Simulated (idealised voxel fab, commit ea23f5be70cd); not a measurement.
process module | voxel wiring stack
cross-section cut | 190 nm wide | cells 5 nm
A cross-section is a grid of square cells, given in bands from the top down. A band is one or more rows of cells.
Each band's line starts with the height of the band's top and of its bottom, in nm. Then come its materials from left to right, each with its width in nm. One material with "throughout" fills the band from edge to edge. "air" is empty space.
Height 0 is the level under which the wafer as received is all one material. The lowest band goes on downwards, as in "0 down".
A width such as "30 to 40" changes by the same amount from each row of cells to the next, from the band's top row to its bottom row.
"no change" after a step means that no cell of the cross-section changed.
closed voids: empty space of 8 cells or more with no open way to the top, each as width x height at its distance from the left edge, in nm
after a step's settings: what the simulator itself notes on the step
overlay nm, on a step with a mask: how far to the right of its planned place the mask lay; to the left if negative
plan
1 op RECEIVE | material Si
2 op CONFORMAL_DEP | material SiO2 | thk nm 10
3 op CONFORMAL_DEP | material SiN | thk nm 5
4 op DIRECTIONAL_DEP | material lowk | thk nm 15
5 op DIRECTIONAL_DEP | material aC | thk nm 10
6 op PATTERN | tone open | mask id METAL_1 | material resist | width nm 30 | pitch nm 60 | thk nm 30 | overlay nm 0
7 op DIRECTIONAL_ETCH | etch materials aC | depth nm 10
8 op STRIP | etch materials resist
9 op DIRECTIONAL_ETCH | etch materials lowk | depth nm 15
10 op DIRECTIONAL_ETCH | etch materials SiN | depth nm 5
11 op STRIP | etch materials aC
12 op CONFORMAL_DEP | material TiN | thk nm 5
13 op FILL_DEP | material Cu | thk nm 10
14 op CMP | height nm 30
15 op EPI | material Ru | thk nm 5
16 op FILL_DEP | material SiCN | thk nm 5
17 op DIRECTIONAL_DEP | material SiO2 | thk nm 15
18 op PATTERN | tone open | mask id PLUG_1 | material resist | width nm 15 | pitch nm 60 | thk nm 20 | overlay nm 0
19 op DIRECTIONAL_ETCH | etch materials SiO2 | depth nm 15
20 op DIRECTIONAL_ETCH | etch materials SiCN | depth nm 5
21 op STRIP | etch materials resist
22 op CONFORMAL_DEP | material TiN | thk nm 5
23 op FILL_DEP | material Ru | thk nm 10
24 op CMP | height nm 55
25 op DIRECTIONAL_DEP | material TiN | thk nm 5
26 op DIRECTIONAL_DEP | material W | thk nm 20
27 op MASKED_ETCH | tone cover | mask id METAL_2 | width nm 30 | pitch nm 60 | etch materials W | depth nm 20 | overlay nm 0
28 op MASKED_ETCH | tone cover | mask id METAL_2 | width nm 30 | pitch nm 60 | etch materials TiN | depth nm 5 | overlay nm 0
29 op FILL_DEP | material SiO2 | thk nm 5
30 op CMP | height nm 80
31 op CONFORMAL_DEP | material SiCN | thk nm 5
as received, after step 1
  0 down: Si throughout
  closed voids: none
a wafer at the end: this start, this plan, one mistake
  85 to 80: SiCN throughout
  80 to 60: SiO2 20 | W 30 | SiO2 30 | W 30 | SiO2 30 | W 30 | SiO2 20
  60 to 55: SiO2 20 | TiN 30 | SiO2 30 | TiN 30 | SiO2 30 | TiN 30 | SiO2 20
  55 to 40: SiO2 20 | TiN 5 | Ru 5 | TiN 5 | SiO2 45 | TiN 5 | Ru 5 | TiN 5 | SiO2 45 | TiN 5 | Ru 5 | TiN 5 | SiO2 35
  40 to 35: SiCN 20 | TiN 15 | SiCN 45 | TiN 15 | SiCN 45 | TiN 15 | SiCN 35
  35 to 30: Ru throughout
  30 to 25: TiN 25 | Cu 20 | TiN 40 | Cu 20 | TiN 40 | Cu 20 | TiN 25
  25 to 15: lowk 20 | TiN 5 | Cu 20 | TiN 5 | lowk 30 | TiN 5 | Cu 20 | TiN 5 | lowk 30 | TiN 5 | Cu 20 | TiN 5 | lowk 20
  15 to 10: lowk 20 | TiN 30 | lowk 30 | TiN 30 | lowk 30 | TiN 30 | lowk 20
  10 to 0: SiO2 throughout
  0 down: Si throughout
  closed voids: none
what went wrong: step 3 was left out
